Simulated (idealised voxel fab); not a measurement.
process module | voxel lift off
cross-section cut | 275 nm wide | cells 5 nm
Format of a cross-section: grid, square cells. Given as bands. Order: top down. Band: one or more rows of cells.
Quick guide to a band line: top height, bottom height (nm) up front; then every material left to right with its width in nm. Only one material and it's marked "throughout"? Then it fills the band edge to edge. And "blank" just means empty space.
Height reference: 0 = level under which incoming wafer is all one material. Lowest band: no bottom, runs on downward, e.g. "from 0 down".
Width spec "30 to 40" -> top row of cells at first value, bottom row at second value, equal per-row change in between.
Any step labelled "nothing got changed" changed none of the cells in the cross-section.
"Enclosed void inventory" contains a list of empty spaces, each no smaller than 8 cells and without an open way to the top, written in the form width x height at distance with the distance from the left edge and all three in nm.
Post-settings text on a step line: simulator's own remark regarding the step.
The "overlay nm" setting may appear on a step's line; for a step that uses a mask, it gives how far to the right of its planned position the mask lay, and a negative value indicates the left.
Set out below are the planned steps of the process:
1) RECEIVE (material Si)
2) CONFORMAL_DEP (material Al2O3; thk nm 15)
3) PATTERN (tone open; mask id LINES; material resist; width nm 30; pitch nm 45; thk nm 25; overlay nm 0)
4) DIRECTIONAL_DEP (material Ru; thk nm 10)
5) STRIP (etch materials resist)
6) CONFORMAL_DEP (material SiN; thk nm 10)
Wafer cross-section on receipt, i.e. after step 1:
> from 0 down | Si throughout
> Enclosed void inventory: none
Cross-section: first of two wafers, module finished, run according to plan:
> from 35 to 25 | blank 65, then SiN 140, then blank 70
> from 25 to 15 | SiN 75, then Ru 30, then SiN 15, then Ru 30, then SiN 15, then Ru 30, then SiN 80
> from 15 to 0 | Al2O3 throughout
> from 0 down | Si throughout
> Enclosed void inventory: none
Wafer two, sectioned after the module: the first wafer's start, the first wafer's plan, and one mistake in how it was run:
> from 35 to 25 | SiN 85, then blank 10, then SiN 35, then blank 10, then SiN 35, then blank 10, then SiN 90
> from 25 to 15 | Ru 75, then SiN 30, then Ru 15, then SiN 30, then Ru 15, then SiN 30, then Ru 80
> from 15 to 0 | Al2O3 throughout
> from 0 down | Si throughout
> Enclosed void inventory: none
what went wrong: contrary to plan, step 3 was performed as PATTERN (tone cover; mask id LINES; material resist; width nm 30; pitch nm 45; thk nm 25; overlay nm 0)
Final tally in cells, some materials are higher or lower on the second wafer than on the first: Ru: 38 more, SiN: 4 more
